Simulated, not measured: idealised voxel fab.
Title: Process Module voxel quadruple lines
Square cell edge 5 nm, section width 155 nm, ID cut.
The cross-sections in this document take the form of a grid made of square cells. They are written out as bands, in order from top to bottom. Each band consists of one or more rows of cells.
Top, bottom (nm), then materials left to right with widths (nm); lone material tagged "throughout" fills the whole band edge to edge; "blank" = empty space.
Heads up on the height convention: 0 is the point under which the incoming wafer is all one material, and the lowest band has no bottom, it just keeps going down, like "from 0 down".
Top row gets the first number, bottom row gets the second, and each row in between changes by the same step: that is how a band width like "30 to 40" works.
You'll sometimes find "no modifications" written for a step, and that's the way of saying that nowhere in the cross-section did a cell change during that step.
What "Fully sealed cavities" gives you is every empty space of 8 cells or more that is cut off from the top. Each appears as width x height at distance, with the distance taken from the left edge and width, height and distance all in nm.
If you see something after the settings on a step's line, that's the simulator's own remark about that step.
A step line may carry the setting "overlay nm", which, for steps involving a mask, states the distance by which the mask lay to the right of its intended position; negative values denote displacement to the left.
**Planned process steps**
1) RECEIVE, material Si
2) CONFORMAL_DEP, material SiO2, thk nm 5
3) DIRECTIONAL_DEP, material W, thk nm 10
4) DIRECTIONAL_DEP, material polySi, thk nm 15
5) DIRECTIONAL_DEP, material aC, thk nm 20
6) PATTERN, tone cover, mask id MANDREL, material resist, width nm 35, thk nm 30, overlay nm 0
7) DIRECTIONAL_ETCH, etch materials aC, depth nm 20
8) STRIP, etch materials resist
9) CONFORMAL_DEP, material SiO2, thk nm 15
10) DIRECTIONAL_ETCH, etch materials SiO2, depth nm 15
11) STRIP, etch materials aC
12) DIRECTIONAL_ETCH, etch materials polySi, depth nm 15
13) STRIP, etch materials SiO2
14) CONFORMAL_DEP, material SiCN, thk nm 10
15) DIRECTIONAL_ETCH, etch materials SiCN, depth nm 10
16) STRIP, etch materials polySi
17) DIRECTIONAL_ETCH, etch materials W, depth nm 5
18) STRIP, etch materials SiCN
The wafers in this document start out alike and differ in the depth nm applied at step 17; the plan shows the value used for the first wafer.
**As-received cross-section, first of several wafers, post step 1**
  from 0 down: Si throughout
  Fully sealed cavities: none
**Post step 18, the closing step of the module: first of several wafers, cross-sectioned**
  from 15 to 10: blank: 35; W: 10; blank: 15; W: 10; blank: 15; W: 10; blank: 15; W: 10; blank: 35
  from 10 to 5: W throughout
  from 5 to 0: SiO2 throughout
  from 0 down: Si throughout
  Fully sealed cavities: none
**The last wafer as seen in cross-section at the end of the module**
  from 15 to 5: blank: 35; W: 10; blank: 15; W: 10; blank: 15; W: 10; blank: 15; W: 10; blank: 35
  from 5 to 0: SiO2 throughout
  from 0 down: Si throughout
  Fully sealed cavities: none
**Table: wafers, a row each; end-of-module cell change per material since receipt, gain (+), loss (-); then closed voids**
depth nm 5 | +31 SiO2 | +39 W | Fully sealed cavities: none
depth nm 10 | +31 SiO2 | +16 W | Fully sealed cavities: none
depth nm 15 | +31 SiO2 | +16 W | Fully sealed cavities: none
depth nm 20 | +31 SiO2 | +16 W | Fully sealed cavities: none
depth nm 25 | +31 SiO2 | +16 W | Fully sealed cavities: none
